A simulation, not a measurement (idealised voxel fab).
You're looking at the process module voxel double patterning.
Cross-sectional view cut (width: 205 nm; square cell size: 5 nm).
This document writes a cross-section as a grid whose cells are square, and gives it as bands, listed from the top down; one or more rows of cells form a band.
Band entry format. Leading values: height of top, height of bottom, nm. Remainder: materials in left-to-right order, each with its width in nm. Special words: "throughout" on a single material, which then fills the band edge to edge; "air", empty space.
The level at which height equals 0 is the one under which the wafer, as it arrives, is entirely one material. No lower edge exists for the bottom band, which continues downward and is notated as in "0..down".
So if you see something like "30 to 40" for the width, read it as the top row of the band sitting at the first number and the bottom row at the second, with every row in between moving by the same amount as the last.
Take "left unchanged" at face value: in the step it is given for, the cross-section changed in none of its cells.
Each empty space that has no open way to the top and spans at least 8 cells appears under "Entrapped void list" as width x height at distance, the distance counted from the left edge, all in nm.
Formally, on a step line, whatever follows the settings is a remark that the simulator itself makes on the step.
overlay nm: where the mask lay relative to plan, measured to the right, on steps with a mask; negatives go left.

**The steps planned for the process are as follows**
| 1 | RECEIVE (material Si) |
| 2 | CONFORMAL_DEP (material SiO2; thk nm 10) |
| 3 | DIRECTIONAL_DEP (material TiN; thk nm 10) |
| 4 | DIRECTIONAL_DEP (material SiN; thk nm 5) |
| 5 | MASKED_ETCH (tone open; mask id FIRST; width nm 15; pitch nm 50; etch materials SiN; depth nm 5; overlay nm 0) |
| 6 | DIRECTIONAL_DEP (material aC; thk nm 15) |
| 7 | PATTERN (tone open; mask id SECOND; material resist; width nm 15; pitch nm 50; thk nm 30; overlay nm 0) |
| 8 | DIRECTIONAL_ETCH (etch materials aC; depth nm 15) |
| 9 | STRIP (etch materials resist) |
| 10 | DIRECTIONAL_ETCH (etch materials SiN; depth nm 5) |
| 11 | STRIP (etch materials aC) |
| 12 | DIRECTIONAL_ETCH (etch materials TiN; depth nm 10) |
| 13 | STRIP (etch materials SiN) |

**Cross-sectional view of the wafer in its as-received condition, corresponding to the state after step 1**
0..down = Si throughout
Entrapped void list: none

**The cross-section shown corresponds to the wafer at the conclusion of the module. The initial structure and the process plan are those presented above; however, one mistake occurred in executing the plan**
20..10 = air (45), TiN (15), air (35), TiN (15), air (35), TiN (15), air (45)
10..0 = SiO2 throughout
0..down = Si throughout
Entrapped void list: none
Deviation from plan: step 5 ran as: MASKED_ETCH (tone cover; mask id FIRST; width nm 15; pitch nm 50; etch materials SiN; depth nm 5; overlay nm 0)
